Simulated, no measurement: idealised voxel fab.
process module | voxel ribs on slabs
cross-section cut | 230 nm wide | cells 5 nm
A cross-section is a grid of square cells, given in bands from the top down. A band is one or more rows of cells.
Each band's line starts with the height of the band's top and of its bottom, in nm. Then come its materials from left to right, each with its width in nm. One material with "throughout" fills the band from edge to edge. "air" is empty space.
Height 0 is the level under which the wafer as received is all one material. The lowest band goes on downwards, as in "0 down".
A width such as "30 to 40" changes by the same amount from each row of cells to the next, from the band's top row to its bottom row.
"no change" after a step means that no cell of the cross-section changed.
closed voids: empty space of 8 cells or more with no open way to the top, each as width x height at its distance from the left edge, in nm
after a step's settings: what the simulator itself notes on the step
overlay nm, on a step with a mask: how far to the right of its planned place the mask lay; to the left if negative
plan
1 op RECEIVE | material Si
2 op DIRECTIONAL_DEP | material SiO2 | thk nm 25
3 op DIRECTIONAL_DEP | material SiN | thk nm 20
4 op MASKED_ETCH | tone cover | mask id RIB | width nm 20 | etch materials SiN | depth nm 10 | overlay nm 0
5 op PATTERN | tone cover | mask id SLAB | material resist | width nm 80 | thk nm 15 | overlay nm 0
6 op DIRECTIONAL_ETCH | etch materials SiN | depth nm 10
7 op STRIP | etch materials resist
8 op FILL_DEP | material SiO2 | thk nm 30
9 op CMP | height nm 65
10 op DIRECTIONAL_DEP | material TiN | thk nm 5
11 op PATTERN | tone cover | mask id HEATER | material resist | width nm 30 | thk nm 20 | overlay nm 0
12 op DIRECTIONAL_ETCH | etch materials TiN | depth nm 5
13 op STRIP | etch materials resist
14 op CONFORMAL_DEP | material SiO2 | thk nm 10
as received, after step 1
  0 down: Si throughout
  closed voids: none
a wafer at the end: this start, this plan, one mistake
  80 to 75: air 90 | SiO2 50 | air 90
  75 to 70: SiO2 throughout
  70 to 65: SiO2 100 | TiN 30 | SiO2 100
  65 to 45: SiO2 throughout
  45 to 35: SiO2 100 | SiN 30 | SiO2 100
  35 to 25: SiO2 75 | SiN 80 | SiO2 75
  25 to 0: SiO2 throughout
  0 down: Si throughout
  closed voids: none
what went wrong: step 4 ran as: op MASKED_ETCH | tone cover | mask id RIB | width nm 30 | etch materials SiN | depth nm 10 | overlay nm 0
